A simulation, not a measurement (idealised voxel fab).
Title: Process Module voxel wiring stack
180 nm wide, 5 nm square cells: that's cross-section cut.
Throughout this document, each cross-section is represented as a grid of square cells and is presented as a sequence of bands enumerated from the top downward, where a band comprises one or more rows of cells. What a band's entry tells you: where the top is and where the bottom is, as heights in nm, and after that what lies inside, material by material from left to right, each with its width in nm. Empty space is written as the word "air", and a single material marked with the word "all across" occupies the band from edge to edge. Heights are expressed relative to 0, this being the level below which the as-received wafer comprises one material exclusively. The lowest band is unbounded in the downward direction and is denoted as in "0 -> down". When a width is written as two numbers, as in "30->40", the first number is the width in the top row of cells of the band and the second is the width in its bottom row, and the width changes by the same amount from each row to the next. No cell of the cross-section changed in a step that is given as "everything unchanged". "Closed empty spaces": sealed empty spaces, 8 cells or more, no open way to top, listed width x height at distance, with distance from the left edge and width, height and distance in nm. Where a step's line continues beyond its settings, the continuation is a remark by the simulator itself on that step. "overlay nm" answers the question of how far to the right of plan the mask lay on a step that has a mask, and when it is negative the answer is to the left.

THIS SECTION LISTS THE PROCESS STEPS THAT WERE PLANNED
1 RECEIVE,material Si
2 CONFORMAL_DEP,material SiO2,thk nm 15
3 DIRECTIONAL_DEP,material TiN,thk nm 5
4 DIRECTIONAL_DEP,material W,thk nm 20
5 DIRECTIONAL_DEP,material aC,thk nm 10
6 PATTERN,tone cover,mask id METAL_1,material resist,width nm 30,pitch nm 60,thk nm 25,overlay nm 0
7 DIRECTIONAL_ETCH,etch materials aC,depth nm 10
8 STRIP,etch materials resist
9 DIRECTIONAL_ETCH,etch materials W,depth nm 20
10 DIRECTIONAL_ETCH,etch materials TiN,depth nm 5
11 STRIP,etch materials aC
12 FILL_DEP,material lowk,thk nm 5
13 CMP,height nm 40
14 CONFORMAL_DEP,material SiCN,thk nm 5
15 DIRECTIONAL_DEP,material SiO2,thk nm 20
16 DIRECTIONAL_DEP,material aC,thk nm 15
17 PATTERN,tone open,mask id PLUG_1,material resist,width nm 15,pitch nm 60,thk nm 35,overlay nm 0
18 DIRECTIONAL_ETCH,etch materials aC,depth nm 15
19 STRIP,etch materials resist
20 DIRECTIONAL_ETCH,etch materials SiO2,depth nm 20
21 DIRECTIONAL_ETCH,etch materials SiCN,depth nm 5
22 STRIP,etch materials aC
23 EPI,material Ru,thk nm 10
24 EPI,material Ru,thk nm 10
25 EPI,material Ru,thk nm 5
26 DIRECTIONAL_DEP,material TiN,thk nm 5
27 DIRECTIONAL_DEP,material Ru,thk nm 15
28 MASKED_ETCH,tone cover,mask id METAL_2,width nm 30,pitch nm 60,etch materials Ru,depth nm 15,overlay nm 0
29 MASKED_ETCH,tone cover,mask id METAL_2,width nm 30,pitch nm 60,etch materials TiN,depth nm 5,overlay nm 0
30 CONFORMAL_DEP,material SiCN,thk nm 5
31 FILL_DEP,material lowk,thk nm 5
32 CMP,height nm 85
33 CONFORMAL_DEP,material SiCN,thk nm 5

CROSS-SECTION OF THE WAFER AS IT CAME TO US, I.E., ALREADY THROUGH STEP 1
    0 -> down: Si all across
    Closed empty spaces: none

RUN AS PLANNED - FIRST OF THE TWO WAFERS CROSS-SECTIONED AT THE END OF THE MODULE
    90 -> 85: SiCN all across
    85 -> 70: lowk 10 nm | SiCN 5 nm | Ru 30 nm | SiCN 5 nm | lowk 20 nm | SiCN 5 nm | Ru 30 nm | SiCN 5 nm | lowk 20 nm | SiCN 5 nm | Ru 30 nm | SiCN 5 nm | lowk 10 nm
    70 -> 65: SiCN 15 nm | TiN 30 nm | SiCN 30 nm | TiN 30 nm | SiCN 30 nm | TiN 30 nm | SiCN 15 nm
    65 -> 45: SiO2 15 nm | Ru 15 nm | SiO2 45 nm | Ru 15 nm | SiO2 45 nm | Ru 15 nm | SiO2 30 nm
    45 -> 40: SiCN 15 nm | Ru 15 nm | SiCN 45 nm | Ru 15 nm | SiCN 45 nm | Ru 15 nm | SiCN 30 nm
    40 -> 20: lowk 15 nm | W 30 nm | lowk 30 nm | W 30 nm | lowk 30 nm | W 30 nm | lowk 15 nm
    20 -> 15: lowk 15 nm | TiN 30 nm | lowk 30 nm | TiN 30 nm | lowk 30 nm | TiN 30 nm | lowk 15 nm
    15 -> 0: SiO2 all across
    0 -> down: Si all across
    Closed empty spaces: none

THE SECOND WAFER, SHOWN IN CROSS-SECTION AFTER THE MODULE: STARTED THE SAME WAY AS THE FIRST AND GIVEN THE SAME PLAN, YET ONE MISTAKE CREPT INTO HOW IT WAS RUN
    90 -> 85: SiCN all across
    85 -> 80: lowk 10 nm | SiCN 5 nm | Ru 30 nm | SiCN 5 nm | lowk 20 nm | SiCN 5 nm | Ru 30 nm | SiCN 5 nm | lowk 20 nm | SiCN 5 nm | Ru 30 nm | SiCN 5 nm | lowk 10 nm
    80 -> 75: SiCN 15 nm | TiN 25 nm | Ru 5 nm | SiCN 5 nm | lowk 10 nm | SiCN 15 nm | TiN 25 nm | Ru 5 nm | SiCN 5 nm | lowk 10 nm | SiCN 15 nm | TiN 25 nm | Ru 5 nm | SiCN 5 nm | lowk 10 nm
    75 -> 70: SiCN 5 nm | Ru 40 nm | SiCN 5 nm | lowk 10 nm | SiCN 5 nm | Ru 40 nm | SiCN 5 nm | lowk 10 nm | SiCN 5 nm | Ru 40 nm | SiCN 5 nm | lowk 10 nm
    70 -> 65: SiCN 5 nm | Ru 35 nm | TiN 5 nm | SiCN 20 nm | Ru 35 nm | TiN 5 nm | SiCN 20 nm | Ru 35 nm | TiN 5 nm | SiCN 15 nm
    65 -> 45: SiO2 15 nm | Ru 15 nm | SiO2 45 nm | Ru 15 nm | SiO2 45 nm | Ru 15 nm | SiO2 30 nm
    45 -> 40: SiCN 15 nm | Ru 15 nm | SiCN 45 nm | Ru 15 nm | SiCN 45 nm | Ru 15 nm | SiCN 30 nm
    40 -> 20: lowk 15 nm | W 30 nm | lowk 30 nm | W 30 nm | lowk 30 nm | W 30 nm | lowk 15 nm
    20 -> 15: lowk 15 nm | TiN 30 nm | lowk 30 nm | TiN 30 nm | lowk 30 nm | TiN 30 nm | lowk 15 nm
    15 -> 0: SiO2 all across
    0 -> down: Si all across
    Closed empty spaces: none
So what did we get wrong on this run? one of the identical process steps 23 and 24 has been performed twice, and it is not possible to determine which
The final cell counts differ between the wafers, with the second having more or fewer of some materials than the first: Ru +12 | lowk -12
